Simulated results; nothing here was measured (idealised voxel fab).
Herein follows the process module entitled voxel lift off.
We display cut, a cross-section 290 nm in width whose square cells are each 5 nm.
A cross-section is a grid of square cells, given in bands from the top down. A band is one or more rows of cells.
Read a band's entry like this: the first values are the height of its top and the height of its bottom in nm, and what follows is the sequence of materials from left to right, each with its width in nm. Note that "blank" is empty space, and that a single material marked "full width" reaches across the band from edge to edge.
Heads up on the height convention: 0 is the point under which the incoming wafer is all one material, and the lowest band has no bottom, it just keeps going down, like "0 nm and below".
Read "30..40" as a graded width: first number on top, second number at the bottom, same change between each pair of neighbouring rows.
Given "remained the same" for a step, no cell of the cross-section differs between before and after that step.
Under "Voids lacking openings" you'll find the enclosed gaps, the ones with no way out to the top, that are 8 cells or bigger; each reads width x height at distance, with distance counted from the left edge, everything in nm.
Anything after a step's settings on that line? It's the simulator's own note about the step.
A step's line can hold "overlay nm"; with a mask on that step, the setting says how far right of the planned place the mask lay, while a negative setting says it lay to the left.

[Planned step list for the process]
1. RECEIVE, material Si
2. CONFORMAL_DEP, material SiO2, thk nm 10
3. PATTERN, tone open, mask id LINES, material resist, width nm 20, pitch nm 35, thk nm 20, overlay nm 0
4. DIRECTIONAL_DEP, material Ru, thk nm 10
5. STRIP, etch materials resist
6. CONFORMAL_DEP, material SiCN, thk nm 5

[The cross-section here shows the wafer as received, i.e. in its state after step 1]
> 0 nm and below: Si full width
> Voids lacking openings: none

[Cross-section taken at module completion on the first of two wafers; processed per the plan]
> 25 nm to 20 nm: blank 75 nm, SiCN 30 nm, blank 5 nm, SiCN 30 nm, blank 5 nm, SiCN 30 nm, blank 5 nm, SiCN 30 nm, blank 80 nm
> 20 nm to 15 nm: blank 75 nm, SiCN 5 nm, Ru 20 nm, SiCN 5 nm, blank 5 nm, SiCN 5 nm, Ru 20 nm, SiCN 5 nm, blank 5 nm, SiCN 5 nm, Ru 20 nm, SiCN 5 nm, blank 5 nm, SiCN 5 nm, Ru 20 nm, SiCN 5 nm, blank 80 nm
> 15 nm to 10 nm: SiCN 80 nm, Ru 20 nm, SiCN 15 nm, Ru 20 nm, SiCN 15 nm, Ru 20 nm, SiCN 15 nm, Ru 20 nm, SiCN 85 nm
> 10 nm to 0 nm: SiO2 full width
> 0 nm and below: Si full width
> Voids lacking openings: none

[Cross-sectional view: second of two wafers, end of module; start and plan identical to the first, one mistake in running]
> 25 nm to 15 nm: blank 75 nm, Ru 30 nm, blank 5 nm, Ru 30 nm, blank 5 nm, Ru 30 nm, blank 5 nm, Ru 30 nm, blank 80 nm
> 15 nm to 10 nm: Ru full width
> 10 nm to 0 nm: SiO2 full width
> 0 nm and below: Si full width
> Voids lacking openings: none
Heads up, the wafer didn't run the way we planned it: so step 6 ended up running with a different setting than we planned, it ran as CONFORMAL_DEP, material Ru, thk nm 5
The closing comparison, in cells, has the second wafer with more or fewer of some materials than the first: +74 Ru | -74 SiCN
